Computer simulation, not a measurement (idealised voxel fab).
This is a process module. Its name is voxel transistor to metal.
The cross-section shown here is cut; it is 140 nm wide and divided into square cells measuring 5 nm on a side.
In this document a cross-section is written as a grid of square cells. It is given as a series of bands, listed from the top down, and a band is one or more rows of cells.
For a band, the entry starts with two heights in nm, that of the top and then that of the bottom, and carries on with the band's materials in order from left to right, each alongside its width in nm; the word "everywhere" beside a single material means it fills the band edge to edge, and "air" means empty space.
Zero point of the height axis is 0; under it, received wafer = one material. Lowest band: continues down indefinitely, "from 0 down".
The width entry "30->40" should be interpreted row by row: the top row of cells in the band takes the first number, the bottom row takes the second number, and the change between adjacent rows is uniform throughout.
You'll sometimes find "no modification" written for a step, and that's the way of saying that nowhere in the cross-section did a cell change during that step.
Listed in "Closed void catalog": every empty space of 8 or more cells without an open way to the top. Form: width x height at distance, the distance being from the left edge, all in nm.
Formally, on a step line, whatever follows the settings is a remark that the simulator itself makes on the step.
You can add "overlay nm" to a step's line. For a step with a mask, it describes how far the mask lay to the right of its planned position, and a negative number describes a lay to the left.
Everything after this point is organized in pairs: a cross-section before one process step, a cross-section after it that shows only as deep as the lowest changed band, and, under the pair, the intervening step with its settings. Because different runs of this module on the same starting wafer can supply different pairs, a pair continues from the pair above it only if its entry headed "State before step" says so.

**State before step**
    from 120 to 85  SiO2: 20 | air: 15 | SiO2: 60 | air: 15 | SiO2: 30
    from 85 to 80  SiCN everywhere
    from 80 to 55  SiO2: 20 | TiN: 5 | Cu: 10 | TiN: 5 | SiO2: 55 | TiN: 5 | Cu: 10 | TiN: 5 | SiO2: 25
    from 55 to 50  SiN: 20 | TiN: 20 | SiN: 55 | TiN: 20 | SiN: 25
    from 50 to 35  SiO2: 20 | TiN: 5 | W: 10 | TiN: 5 | SiO2: 55 | TiN: 5 | W: 10 | TiN: 5 | SiO2: 25
    from 35 to 25  SiO2: 20 | TiN: 5 | W: 10 | TiN: 5 | SiO2: 15 | SiN: 5 | SiCN: 15 | SiN: 5 | SiO2: 15 | TiN: 5 | W: 10 | TiN: 5 | SiO2: 25
    from 25 to 20  SiO2: 20 | TiN: 5 | W: 10 | TiN: 5 | SiO2: 10 | SiN: 5 | SiO2: 5 | SiCN: 15 | SiO2: 5 | SiN: 5 | SiO2: 10 | TiN: 5 | W: 10 | TiN: 5 | SiO2: 25
    from 20 to 0  SiO2: 20 | TiN: 5 | W: 10 | TiN: 5 | SiO2: 10 | SiN: 5 | SiO2: 5 | polySi: 15 | SiO2: 5 | SiN: 5 | SiO2: 10 | TiN: 5 | W: 10 | TiN: 5 | SiO2: 25
    from 0 to -5  SiO2: 20 | TiN: 5 | W: 10 | TiN: 5 | SiGe: 10 | SiN: 5 | SiO2: 5 | polySi: 15 | SiO2: 5 | SiN: 5 | SiGe: 10 | TiN: 5 | W: 10 | TiN: 5 | SiO2: 25
    from -5 to -10  SiO2: 20 | TiN: 20 | SiGe: 10 | SiN: 5 | SiO2: 25 | SiN: 5 | SiGe: 10 | TiN: 20 | SiO2: 25
    from -10 to -15  SiO2: 15 | SiN: 5 | SiGe: 30 | Si: 35 | SiGe: 30 | SiN: 5 | SiO2: 20
    from -15 to -20  SiO2: 20 | SiGe: 30 | Si: 35 | SiGe: 30 | SiO2: 25
    from -20 to -35  SiO2: 20 | Si: 95 | SiO2: 25
    from -35 down  Si everywhere
    Closed void catalog: none

**Post-Step Section View**
    from 135 to 120  aC: 20 | air: 15 | aC: 60 | air: 15 | aC: 30
    from 120 to 100  SiO2: 20 | air: 15 | SiO2: 60 | air: 15 | SiO2: 30
    from 100 to 85  SiO2: 20 | aC: 15 | SiO2: 60 | aC: 15 | SiO2: 30
    Beneath the level 85, the cross-section is identical to its previous state.
    Closed void catalog: none
Looking at the two cross-sections above, the step in the middle is DIRECTIONAL_DEP, material aC, thk nm 15

State before step: starting point is the after cross-section of the pair just above.

**Post-Step Section View**
    from 170 to 135  resist: 20 | air: 20 | resist: 55 | air: 20 | resist: 25
    Beneath the level 135, the cross-section is identical to its previous state.
    Closed void catalog: none
Looking at the two cross-sections above, the step in the middle is PATTERN, tone open, mask id METAL_2, material resist, width nm 20, pitch nm 75, thk nm 35, overlay nm 0

State before step: starting point is the after cross-section of the pair just above.

**Post-Step Section View**
    from 155 to 135  resist: 20 | air: 20 | resist: 55 | air: 20 | resist: 25
    from 135 to 120  aC: 20 | air: 20 | aC: 55 | air: 20 | aC: 25
    from 120 to 85  SiO2: 20 | air: 15 | SiO2: 60 | air: 15 | SiO2: 30
    Beneath the level 85, the cross-section is identical to its previous state.
    Closed void catalog: none
Looking at the two cross-sections above, the step in the middle is DIRECTIONAL_ETCH, etch materials aC, depth nm 15

State before step: starting point is the after cross-section of the pair just above.

**Post-Step Section View**
    from 135 to 120  aC: 20 | air: 20 | aC: 55 | air: 20 | aC: 25
    Beneath the level 120, the cross-section is identical to its previous state.
    Closed void catalog: none
Looking at the two cross-sections above, the step in the middle is STRIP, etch materials resist

State before step: starting point is the after cross-section of the pair just above.

**Post-Step Section View**
    from 135 to 120  aC: 20 | air: 20 | aC: 55 | air: 20 | aC: 25
    from 120 to 100  SiO2: 20 | air: 20 | SiO2: 55 | air: 20 | SiO2: 25
    Beneath the level 100, the cross-section is identical to its previous state.
    Closed void catalog: none
Looking at the two cross-sections above, the step in the middle is DIRECTIONAL_ETCH, etch materials SiO2, depth nm 20

State before step: starting point is the after cross-section of the pair just above.

**Post-Step Section View**
    from 135 to 120  aC: 20 | air: 20 | aC: 55 | air: 20 | aC: 25
    from 120 to 100  SiO2: 20 | air: 20 | SiO2: 55 | air: 20 | SiO2: 25
    from 100 to 85  SiO2: 20 | air: 15 | SiO2: 60 | air: 15 | SiO2: 30
    from 85 to 80  SiCN: 20 | air: 15 | SiCN: 60 | air: 15 | SiCN: 30
    Beneath the level 80, the cross-section is identical to its previous state.
    Closed void catalog: none
Looking at the two cross-sections above, the step in the middle is DIRECTIONAL_ETCH, etch materials SiCN, depth nm 5

State before step: starting point is the after cross-section of the pair just above.

**Post-Step Section View**
    from 120 to 100  SiO2: 20 | air: 20 | SiO2: 55 | air: 20 | SiO2: 25
    Beneath the level 100, the cross-section is identical to its previous state.
    Closed void catalog: none
Looking at the two cross-sections above, the step in the middle is STRIP, etch materials aC

State before step: starting point is the after cross-section of the pair just above.

**Post-Step Section View**
    from 125 to 120  TiN: 25 | air: 10 | TiN: 65 | air: 10 | TiN: 30
    from 120 to 105  SiO2: 20 | TiN: 5 | air: 10 | TiN: 5 | SiO2: 55 | TiN: 5 | air: 10 | TiN: 5 | SiO2: 25
    from 105 to 100  SiO2: 20 | TiN: 5 | air: 5 | TiN: 10 | SiO2: 55 | TiN: 5 | air: 5 | TiN: 10 | SiO2: 25
    from 100 to 85  SiO2: 20 | TiN: 5 | air: 5 | TiN: 5 | SiO2: 60 | TiN: 5 | air: 5 | TiN: 5 | SiO2: 30
    from 85 to 80  SiCN: 20 | TiN: 15 | SiCN: 60 | TiN: 15 | SiCN: 30
    Beneath the level 80, the cross-section is identical to its previous state.
    Closed void catalog: none
Looking at the two cross-sections above, the step in the middle is CONFORMAL_DEP, material TiN, thk nm 5

State before step: starting point is the after cross-section of the pair just above.

**Post-Step Section View**
    from 135 to 125  Ru everywhere
    from 125 to 120  TiN: 25 | Ru: 10 | TiN: 65 | Ru: 10 | TiN: 30
    from 120 to 105  SiO2: 20 | TiN: 5 | Ru: 10 | TiN: 5 | SiO2: 55 | TiN: 5 | Ru: 10 | TiN: 5 | SiO2: 25
    from 105 to 100  SiO2: 20 | TiN: 5 | Ru: 5 | TiN: 10 | SiO2: 55 | TiN: 5 | Ru: 5 | TiN: 10 | SiO2: 25
    from 100 to 85  SiO2: 20 | TiN: 5 | Ru: 5 | TiN: 5 | SiO2: 60 | TiN: 5 | Ru: 5 | TiN: 5 | SiO2: 30
    Beneath the level 85, the cross-section is identical to its previous state.
    Closed void catalog: none
Looking at the two cross-sections above, the step in the middle is FILL_DEP, material Ru, thk nm 10

State before step: starting point is the after cross-section of the pair just above.

**Post-Step Section View**
    from 120 to 105  SiO2: 20 | TiN: 5 | Ru: 10 | TiN: 5 | SiO2: 55 | TiN: 5 | Ru: 10 | TiN: 5 | SiO2: 25
    Beneath the level 105, the cross-section is identical to its previous state.
    Closed void catalog: none
Looking at the two cross-sections above, the step in the middle is CMP, height nm 120

State before step: starting point is the after cross-section of the pair just above.

**Post-Step Section View**
    from 125 to 120  SiN everywhere
    Beneath the level 120, the cross-section is identical to its previous state.
    Closed void catalog: none
Looking at the two cross-sections above, the step in the middle is CONFORMAL_DEP, material SiN, thk nm 5

**State before step**
    from 80 to 55  SiO2 everywhere
    from 55 to 50  SiN everywhere
    from 50 to 35  SiO2: 20 | TiN: 5 | W: 10 | TiN: 5 | SiO2: 55 | TiN: 5 | W: 10 | TiN: 5 | SiO2: 25
    from 35 to 20  SiO2: 20 | TiN: 5 | W: 10 | TiN: 5 | SiO2: 10 | SiN: 5 | SiO2: 5 | SiCN: 15 | SiO2: 5 | SiN: 5 | SiO2: 10 | TiN: 5 | W: 10 | TiN: 5 | SiO2: 25
    from 20 to 0  SiO2: 20 | TiN: 5 | W: 10 | TiN: 5 | SiO2: 10 | SiN: 5 | SiO2: 5 | polySi: 15 | SiO2: 5 | SiN: 5 | SiO2: 10 | TiN: 5 | W: 10 | TiN: 5 | SiO2: 25
    from 0 to -5  SiO2: 20 | TiN: 5 | W: 10 | TiN: 5 | SiGe: 10 | SiN: 5 | SiO2: 5 | polySi: 15 | SiO2: 5 | SiN: 5 | SiGe: 10 | TiN: 5 | W: 10 | TiN: 5 | SiO2: 25
    from -5 to -10  SiO2: 20 | TiN: 20 | SiGe: 10 | SiO2: 35 | SiGe: 10 | TiN: 20 | SiO2: 25
    from -10 to -20  SiO2: 20 | SiGe: 30 | Si: 35 | SiGe: 30 | SiO2: 25
    from -20 to -35  SiO2: 20 | Si: 95 | SiO2: 25
    from -35 down  Si everywhere
    Closed void catalog: none

**Post-Step Section View**
    from 80 to 55  SiO2: 25 | air: 15 | SiO2: 60 | air: 15 | SiO2: 25
    Beneath the level 55, the cross-section is identical to its previous state.
    Closed void catalog: none
Looking at the two cross-sections above, the step in the middle is MASKED_ETCH, tone open, mask id METAL_1, width nm 15, pitch nm 75, etch materials SiO2, depth nm 25, overlay nm 0

State before step: starting point is the after cross-section of the pair just above.

**Post-Step Section View**
    from 80 to 55  SiO2: 25 | air: 15 | SiO2: 60 | air: 15 | SiO2: 25
    from 55 to 50  SiN: 25 | air: 15 | SiN: 60 | air: 15 | SiN: 25
    Beneath the level 50, the cross-section is identical to its previous state.
    Closed void catalog: none
Looking at the two cross-sections above, the step in the middle is MASKED_ETCH, tone open, mask id METAL_1, width nm 20, pitch nm 75, etch materials SiN, depth nm 5, overlay nm 0

State before step: starting point is the after cross-section of the pair just above.

**Post-Step Section View**
    from 85 to 80  TiN: 30 | air: 5 | TiN: 70 | air: 5 | TiN: 30
    from 80 to 55  SiO2: 25 | TiN: 5 | air: 5 | TiN: 5 | SiO2: 60 | TiN: 5 | air: 5 | TiN: 5 | SiO2: 25
    from 55 to 50  SiN: 25 | TiN: 15 | SiN: 60 | TiN: 15 | SiN: 25
    Beneath the level 50, the cross-section is identical to its previous state.
    Closed void catalog: none
Looking at the two cross-sections above, the step in the middle is CONFORMAL_DEP, material TiN, thk nm 5

State before step: starting point is the after cross-section of the pair just above.

**Post-Step Section View**
    from 95 to 85  Cu everywhere
    from 85 to 80  TiN: 30 | Cu: 5 | TiN: 70 | Cu: 5 | TiN: 30
    from 80 to 55  SiO2: 25 | TiN: 5 | Cu: 5 | TiN: 5 | SiO2: 60 | TiN: 5 | Cu: 5 | TiN: 5 | SiO2: 25
    Beneath the level 55, the cross-section is identical to its previous state.
    Closed void catalog: none
Looking at the two cross-sections above, the step in the middle is FILL_DEP, material Cu, thk nm 10

State before step: starting point is the after cross-section of the pair just above.

**Post-Step Section View**
    from 80 to 55  SiO2: 25 | TiN: 5 | Cu: 5 | TiN: 5 | SiO2: 60 | TiN: 5 | Cu: 5 | TiN: 5 | SiO2: 25
    Beneath the level 55, the cross-section is identical to its previous state.
    Closed void catalog: none
Looking at the two cross-sections above, the step in the middle is CMP, height nm 80

State before step: starting point is the after cross-section of the pair just above.

**Post-Step Section View**
    from 85 to 80  SiCN everywhere
    Beneath the level 80, the cross-section is identical to its previous state.
    Closed void catalog: none
Looking at the two cross-sections above, the step in the middle is CONFORMAL_DEP, material SiCN, thk nm 5

State before step: starting point is the after cross-section of the pair just above.

**Post-Step Section View**
    from 120 to 85  SiO2 everywhere
    Beneath the level 85, the cross-section is identical to its previous state.
    Closed void catalog: none
Looking at the two cross-sections above, the step in the middle is DIRECTIONAL_DEP, material SiO2, thk nm 35

State before step: starting point is the after cross-section of the pair just above.

**Post-Step Section View**
    from 120 to 85  SiO2: 20 | air: 15 | SiO2: 60 | air: 15 | SiO2: 30
    Beneath the level 85, the cross-section is identical to its previous state.
    Closed void catalog: none
Looking at the two cross-sections above, the step in the middle is MASKED_ETCH, tone open, mask id METAL_2_HOLES, width nm 15, pitch nm 75, etch materials SiO2, depth nm 35, overlay nm 0

State before step: starting point is the after cross-section of the pair just above.

**Post-Step Section View**
    from 135 to 120  aC: 20 | air: 15 | aC: 60 | air: 15 | aC: 30
    from 120 to 100  SiO2: 20 | air: 15 | SiO2: 60 | air: 15 | SiO2: 30
    from 100 to 85  SiO2: 20 | aC: 15 | SiO2: 60 | aC: 15 | SiO2: 30
    Beneath the level 85, the cross-section is identical to its previous state.
    Closed void catalog: none
Looking at the two cross-sections above, the step in the middle is DIRECTIONAL_DEP, material aC, thk nm 15

State before step: starting point is the after cross-section of the pair just above.

**Post-Step Section View**
    from 170 to 135  resist: 20 | air: 20 | resist: 55 | air: 20 | resist: 25
    Beneath the level 135, the cross-section is identical to its previous state.
    Closed void catalog: none
Looking at the two cross-sections above, the step in the middle is PATTERN, tone open, mask id METAL_2, material resist, width nm 20, pitch nm 75, thk nm 35, overlay nm 0

State before step: starting point is the after cross-section of the pair just above.

**Post-Step Section View**
    from 155 to 135  resist: 20 | air: 20 | resist: 55 | air: 20 | resist: 25
    from 135 to 120  aC: 20 | air: 20 | aC: 55 | air: 20 | aC: 25
    from 120 to 85  SiO2: 20 | air: 15 | SiO2: 60 | air: 15 | SiO2: 30
    Beneath the level 85, the cross-section is identical to its previous state.
    Closed void catalog: none
Looking at the two cross-sections above, the step in the middle is DIRECTIONAL_ETCH, etch materials aC, depth nm 15

State before step: starting point is the after cross-section of the pair just above.

**Post-Step Section View**
    from 135 to 120  aC: 20 | air: 20 | aC: 55 | air: 20 | aC: 25
    Beneath the level 120, the cross-section is identical to its previous state.
    Closed void catalog: none
Looking at the two cross-sections above, the step in the middle is STRIP, etch materials resist

State before step: starting point is the after cross-section of the pair just above.

**Post-Step Section View**
    from 135 to 120  aC: 20 | air: 20 | aC: 55 | air: 20 | aC: 25
    from 120 to 100  SiO2: 20 | air: 20 | SiO2: 55 | air: 20 | SiO2: 25
    Beneath the level 100, the cross-section is identical to its previous state.
    Closed void catalog: none
Looking at the two cross-sections above, the step in the middle is DIRECTIONAL_ETCH, etch materials SiO2, depth nm 20

State before step: starting point is the after cross-section of the pair just above.

**Post-Step Section View**
    from 135 to 120  aC: 20 | air: 20 | aC: 55 | air: 20 | aC: 25
    from 120 to 100  SiO2: 20 | air: 20 | SiO2: 55 | air: 20 | SiO2: 25
    from 100 to 85  SiO2: 20 | air: 15 | SiO2: 60 | air: 15 | SiO2: 30
    from 85 to 80  SiCN: 20 | air: 15 | SiCN: 60 | air: 15 | SiCN: 30
    Beneath the level 80, the cross-section is identical to its previous state.
    Closed void catalog: none
Looking at the two cross-sections above, the step in the middle is DIRECTIONAL_ETCH, etch materials SiCN, depth nm 5

State before step: starting point is the after cross-section of the pair just above.

**Post-Step Section View**
    from 120 to 100  SiO2: 20 | air: 20 | SiO2: 55 | air: 20 | SiO2: 25
    Beneath the level 100, the cross-section is identical to its previous state.
    Closed void catalog: none
Looking at the two cross-sections above, the step in the middle is STRIP, etch materials aC

State before step: starting point is the after cross-section of the pair just above.

**Post-Step Section View**
    from 125 to 120  TiN: 25 | air: 10 | TiN: 65 | air: 10 | TiN: 30
    from 120 to 105  SiO2: 20 | TiN: 5 | air: 10 | TiN: 5 | SiO2: 55 | TiN: 5 | air: 10 | TiN: 5 | SiO2: 25
    from 105 to 100  SiO2: 20 | TiN: 5 | air: 5 | TiN: 10 | SiO2: 55 | TiN: 5 | air: 5 | TiN: 10 | SiO2: 25
    from 100 to 85  SiO2: 20 | TiN: 5 | air: 5 | TiN: 5 | SiO2: 60 | TiN: 5 | air: 5 | TiN: 5 | SiO2: 30
    from 85 to 80  SiCN: 20 | TiN: 15 | SiCN: 60 | TiN: 15 | SiCN: 30
    Beneath the level 80, the cross-section is identical to its previous state.
    Closed void catalog: none
Looking at the two cross-sections above, the step in the middle is CONFORMAL_DEP, material TiN, thk nm 5

State before step: starting point is the after cross-section of the pair just above.

**Post-Step Section View**
    from 135 to 125  Ru everywhere
    from 125 to 120  TiN: 25 | Ru: 10 | TiN: 65 | Ru: 10 | TiN: 30
    from 120 to 105  SiO2: 20 | TiN: 5 | Ru: 10 | TiN: 5 | SiO2: 55 | TiN: 5 | Ru: 10 | TiN: 5 | SiO2: 25
    from 105 to 100  SiO2: 20 | TiN: 5 | Ru: 5 | TiN: 10 | SiO2: 55 | TiN: 5 | Ru: 5 | TiN: 10 | SiO2: 25
    from 100 to 85  SiO2: 20 | TiN: 5 | Ru: 5 | TiN: 5 | SiO2: 60 | TiN: 5 | Ru: 5 | TiN: 5 | SiO2: 30
    Beneath the level 85, the cross-section is identical to its previous state.
    Closed void catalog: none
Looking at the two cross-sections above, the step in the middle is FILL_DEP, material Ru, thk nm 10

State before step: starting point is the after cross-section of the pair just above.

**Post-Step Section View**
    from 120 to 105  SiO2: 20 | TiN: 5 | Ru: 10 | TiN: 5 | SiO2: 55 | TiN: 5 | Ru: 10 | TiN: 5 | SiO2: 25
    Beneath the level 105, the cross-section is identical to its previous state.
    Closed void catalog: none
Looking at the two cross-sections above, the step in the middle is CMP, height nm 120

State before step: starting point is the after cross-section of the pair just above.

**Post-Step Section View**
    from 125 to 120  SiN everywhere
    Beneath the level 120, the cross-section is identical to its previous state.
    Closed void catalog: none
Looking at the two cross-sections above, the step in the middle is CONFORMAL_DEP, material SiN, thk nm 5

**State before step**
    from 80 to 55  SiO2: 20 | air: 20 | SiO2: 55 | air: 20 | SiO2: 25
    from 55 to 50  SiN everywhere
    from 50 to 35  SiO2: 20 | TiN: 5 | W: 10 | TiN: 5 | SiO2: 55 | TiN: 5 | W: 10 | TiN: 5 | SiO2: 25
    from 35 to 20  SiO2: 20 | TiN: 5 | W: 10 | TiN: 5 | SiO2: 10 | SiN: 5 | SiO2: 5 | SiCN: 15 | SiO2: 5 | SiN: 5 | SiO2: 10 | TiN: 5 | W: 10 | TiN: 5 | SiO2: 25
    from 20 to 0  SiO2: 20 | TiN: 5 | W: 10 | TiN: 5 | SiO2: 10 | SiN: 5 | SiO2: 5 | polySi: 15 | SiO2: 5 | SiN: 5 | SiO2: 10 | TiN: 5 | W: 10 | TiN: 5 | SiO2: 25
    from 0 to -5  SiO2: 20 | TiN: 5 | W: 10 | TiN: 5 | SiGe: 10 | SiN: 5 | SiO2: 5 | polySi: 15 | SiO2: 5 | SiN: 5 | SiGe: 10 | TiN: 5 | W: 10 | TiN: 5 | SiO2: 25
    from -5 to -10  SiO2: 20 | TiN: 20 | SiGe: 10 | SiO2: 35 | SiGe: 10 | TiN: 20 | SiO2: 25
    from -10 to -20  SiO2: 20 | SiGe: 30 | Si: 35 | SiGe: 30 | SiO2: 25
    from -20 to -35  SiO2: 20 | Si: 95 | SiO2: 25
    from -35 down  Si everywhere
    Closed void catalog: none

**Post-Step Section View**
    from 80 to 55  SiO2: 20 | air: 20 | SiO2: 55 | air: 20 | SiO2: 25
    from 55 to 50  SiN: 30 | air: 10 | SiN: 65 | air: 10 | SiN: 25
    Beneath the level 50, the cross-section is identical to its previous state.
    Closed void catalog: none
Looking at the two cross-sections above, the step in the middle is MASKED_ETCH, tone open, mask id METAL_1, width nm 20, pitch nm 75, etch materials SiN, depth nm 5, overlay nm 10

State before step: starting point is the after cross-section of the pair just above.

**Post-Step Section View**
    from 85 to 80  TiN: 25 | air: 10 | TiN: 65 | air: 10 | TiN: 30
    from 80 to 60  SiO2: 20 | TiN: 5 | air: 10 | TiN: 5 | SiO2: 55 | TiN: 5 | air: 10 | TiN: 5 | SiO2: 25
    from 60 to 55  SiO2: 20 | TiN: 20 | SiO2: 55 | TiN: 20 | SiO2: 25
    from 55 to 50  SiN: 30 | TiN: 10 | SiN: 65 | TiN: 10 | SiN: 25
    Beneath the level 50, the cross-section is identical to its previous state.
    Closed void catalog: none
Looking at the two cross-sections above, the step in the middle is CONFORMAL_DEP, material TiN, thk nm 5

State before step: starting point is the after cross-section of the pair just above.

**Post-Step Section View**
    from 95 to 85  Cu everywhere
    from 85 to 80  TiN: 25 | Cu: 10 | TiN: 65 | Cu: 10 | TiN: 30
    from 80 to 60  SiO2: 20 | TiN: 5 | Cu: 10 | TiN: 5 | SiO2: 55 | TiN: 5 | Cu: 10 | TiN: 5 | SiO2: 25
    Beneath the level 60, the cross-section is identical to its previous state.
    Closed void catalog: none
Looking at the two cross-sections above, the step in the middle is FILL_DEP, material Cu, thk nm 10

State before step: starting point is the after cross-section of the pair just above.

**Post-Step Section View**
    from 80 to 60  SiO2: 20 | TiN: 5 | Cu: 10 | TiN: 5 | SiO2: 55 | TiN: 5 | Cu: 10 | TiN: 5 | SiO2: 25
    Beneath the level 60, the cross-section is identical to its previous state.
    Closed void catalog: none
Looking at the two cross-sections above, the step in the middle is CMP, height nm 80

State before step: starting point is the after cross-section of the pair just above.

**Post-Step Section View**
    from 85 to 80  SiCN everywhere
    Beneath the level 80, the cross-section is identical to its previous state.
    Closed void catalog: none
Looking at the two cross-sections above, the step in the middle is CONFORMAL_DEP, material SiCN, thk nm 5

State before step: starting point is the after cross-section of the pair just above.

**Post-Step Section View**
    from 120 to 85  SiO2 everywhere
    Beneath the level 85, the cross-section is identical to its previous state.
    Closed void catalog: none
Looking at the two cross-sections above, the step in the middle is DIRECTIONAL_DEP, material SiO2, thk nm 35

State before step: starting point is the after cross-section of the pair just above.

**Post-Step Section View**
    from 120 to 85  SiO2: 20 | air: 15 | SiO2: 60 | air: 15 | SiO2: 30
    Beneath the level 85, the cross-section is identical to its previous state.
    Closed void catalog: none
Looking at the two cross-sections above, the step in the middle is MASKED_ETCH, tone open, mask id METAL_2_HOLES, width nm 15, pitch nm 75, etch materials SiO2, depth nm 35, overlay nm 0

State before step: starting point is the after cross-section of the pair just above.

**Post-Step Section View**
    from 135 to 120  aC: 20 | air: 15 | aC: 60 | air: 15 | aC: 30
    from 120 to 100  SiO2: 20 | air: 15 | SiO2: 60 | air: 15 | SiO2: 30
    from 100 to 85  SiO2: 20 | aC: 15 | SiO2: 60 | aC: 15 | SiO2: 30
    Beneath the level 85, the cross-section is identical to its previous state.
    Closed void catalog: none
Looking at the two cross-sections above, the step in the middle is DIRECTIONAL_DEP, material aC, thk nm 15

State before step: starting point is the after cross-section of the pair just above.

**Post-Step Section View**
    from 170 to 135  resist: 20 | air: 20 | resist: 55 | air: 20 | resist: 25
    Beneath the level 135, the cross-section is identical to its previous state.
    Closed void catalog: none
Looking at the two cross-sections above, the step in the middle is PATTERN, tone open, mask id METAL_2, material resist, width nm 20, pitch nm 75, thk nm 35, overlay nm 0

State before step: starting point is the after cross-section of the pair just above.

**Post-Step Section View**
    from 155 to 135  resist: 20 | air: 20 | resist: 55 | air: 20 | resist: 25
    from 135 to 120  aC: 20 | air: 20 | aC: 55 | air: 20 | aC: 25
    from 120 to 85  SiO2: 20 | air: 15 | SiO2: 60 | air: 15 | SiO2: 30
    Beneath the level 85, the cross-section is identical to its previous state.
    Closed void catalog: none
Looking at the two cross-sections above, the step in the middle is DIRECTIONAL_ETCH, etch materials aC, depth nm 15

State before step: starting point is the after cross-section of the pair just above.

**Post-Step Section View**
    from 135 to 120  aC: 20 | air: 20 | aC: 55 | air: 20 | aC: 25
    Beneath the level 120, the cross-section is identical to its previous state.
    Closed void catalog: none
Looking at the two cross-sections above, the step in the middle is STRIP, etch materials resist

State before step: starting point is the after cross-section of the pair just above.

**Post-Step Section View**
    from 135 to 120  aC: 20 | air: 20 | aC: 55 | air: 20 | aC: 25
    from 120 to 100  SiO2: 20 | air: 20 | SiO2: 55 | air: 20 | SiO2: 25
    Beneath the level 100, the cross-section is identical to its previous state.
    Closed void catalog: none
Looking at the two cross-sections above, the step in the middle is DIRECTIONAL_ETCH, etch materials SiO2, depth nm 20

State before step: starting point is the after cross-section of the pair just above.

**Post-Step Section View**
    from 135 to 120  aC: 20 | air: 20 | aC: 55 | air: 20 | aC: 25
    from 120 to 100  SiO2: 20 | air: 20 | SiO2: 55 | air: 20 | SiO2: 25
    from 100 to 85  SiO2: 20 | air: 15 | SiO2: 60 | air: 15 | SiO2: 30
    from 85 to 80  SiCN: 20 | air: 15 | SiCN: 60 | air: 15 | SiCN: 30
    Beneath the level 80, the cross-section is identical to its previous state.
    Closed void catalog: none
Looking at the two cross-sections above, the step in the middle is DIRECTIONAL_ETCH, etch materials SiCN, depth nm 5

State before step: starting point is the after cross-section of the pair just above.

**Post-Step Section View**
    from 120 to 100  SiO2: 20 | air: 20 | SiO2: 55 | air: 20 | SiO2: 25
    Beneath the level 100, the cross-section is identical to its previous state.
    Closed void catalog: none
Looking at the two cross-sections above, the step in the middle is STRIP, etch materials aC

State before step: starting point is the after cross-section of the pair just above.

**Post-Step Section View**
    from 125 to 120  TiN: 25 | air: 10 | TiN: 65 | air: 10 | TiN: 30
    from 120 to 105  SiO2: 20 | TiN: 5 | air: 10 | TiN: 5 | SiO2: 55 | TiN: 5 | air: 10 | TiN: 5 | SiO2: 25
    from 105 to 100  SiO2: 20 | TiN: 5 | air: 5 | TiN: 10 | SiO2: 55 | TiN: 5 | air: 5 | TiN: 10 | SiO2: 25
    from 100 to 85  SiO2: 20 | TiN: 5 | air: 5 | TiN: 5 | SiO2: 60 | TiN: 5 | air: 5 | TiN: 5 | SiO2: 30
    from 85 to 80  SiCN: 20 | TiN: 15 | SiCN: 60 | TiN: 15 | SiCN: 30
    Beneath the level 80, the cross-section is identical to its previous state.
    Closed void catalog: none
Looking at the two cross-sections above, the step in the middle is CONFORMAL_DEP, material TiN, thk nm 5

State before step: starting point is the after cross-section of the pair just above.

**Post-Step Section View**
    from 135 to 125  Ru everywhere
    from 125 to 120  TiN: 25 | Ru: 10 | TiN: 65 | Ru: 10 | TiN: 30
    from 120 to 105  SiO2: 20 | TiN: 5 | Ru: 10 | TiN: 5 | SiO2: 55 | TiN: 5 | Ru: 10 | TiN: 5 | SiO2: 25
    from 105 to 100  SiO2: 20 | TiN: 5 | Ru: 5 | TiN: 10 | SiO2: 55 | TiN: 5 | Ru: 5 | TiN: 10 | SiO2: 25
    from 100 to 85  SiO2: 20 | TiN: 5 | Ru: 5 | TiN: 5 | SiO2: 60 | TiN: 5 | Ru: 5 | TiN: 5 | SiO2: 30
    Beneath the level 85, the cross-section is identical to its previous state.
    Closed void catalog: none
Looking at the two cross-sections above, the step in the middle is FILL_DEP, material Ru, thk nm 10

State before step: starting point is the after cross-section of the pair just above.

**Post-Step Section View**
    from 120 to 105  SiO2: 20 | TiN: 5 | Ru: 10 | TiN: 5 | SiO2: 55 | TiN: 5 | Ru: 10 | TiN: 5 | SiO2: 25
    Beneath the level 105, the cross-section is identical to its previous state.
    Closed void catalog: none
Looking at the two cross-sections above, the step in the middle is CMP, height nm 120

State before step: starting point is the after cross-section of the pair just above.

**Post-Step Section View**
    from 125 to 120  SiN everywhere
    Beneath the level 120, the cross-section is identical to its previous state.
    Closed void catalog: none
Looking at the two cross-sections above, the step in the middle is CONFORMAL_DEP, material SiN, thk nm 5

**State before step**
    from 85 to 80  SiCN everywhere
    from 80 to 55  SiO2: 20 | TiN: 5 | Cu: 10 | TiN: 5 | SiO2: 55 | TiN: 5 | Cu: 10 | TiN: 5 | SiO2: 25
    from 55 to 50  SiN: 20 | TiN: 20 | SiN: 55 | TiN: 20 | SiN: 25
    from 50 to 35  SiO2: 20 | TiN: 5 | W: 10 | TiN: 5 | SiO2: 55 | TiN: 5 | W: 10 | TiN: 5 | SiO2: 25
    from 35 to 20  SiO2: 20 | TiN: 5 | W: 10 | TiN: 5 | SiO2: 10 | SiN: 5 | SiO2: 5 | SiCN: 15 | SiO2: 5 | SiN: 5 | SiO2: 10 | TiN: 5 | W: 10 | TiN: 5 | SiO2: 25
    from 20 to 0  SiO2: 20 | TiN: 5 | W: 10 | TiN: 5 | SiO2: 10 | SiN: 5 | SiO2: 5 | polySi: 15 | SiO2: 5 | SiN: 5 | SiO2: 10 | TiN: 5 | W: 10 | TiN: 5 | SiO2: 25
    from 0 to -5  SiO2: 20 | TiN: 5 | W: 10 | TiN: 5 | SiGe: 10 | SiN: 5 | SiO2: 5 | polySi: 15 | SiO2: 5 | SiN: 5 | SiGe: 10 | TiN: 5 | W: 10 | TiN: 5 | SiO2: 25
    from -5 to -10  SiO2: 20 | TiN: 20 | SiGe: 10 | SiO2: 35 | SiGe: 10 | TiN: 20 | SiO2: 25
    from -10 to -20  SiO2: 20 | SiGe: 30 | Si: 35 | SiGe: 30 | SiO2: 25
    from -20 to -35  SiO2: 20 | Si: 95 | SiO2: 25
    from -35 down  Si everywhere
    Closed void catalog: none

**Post-Step Section View**
    from 120 to 85  Cu everywhere
    Beneath the level 85, the cross-section is identical to its previous state.
    Closed void catalog: none
Looking at the two cross-sections above, the step in the middle is DIRECTIONAL_DEP, material Cu, thk nm 35

State before step: starting point is the after cross-section of the pair just above.

**Post-Step Section View**
    from 135 to 120  aC everywhere
    Beneath the level 120, the cross-section is identical to its previous state.
    Closed void catalog: none
Looking at the two cross-sections above, the step in the middle is DIRECTIONAL_DEP, material aC, thk nm 15
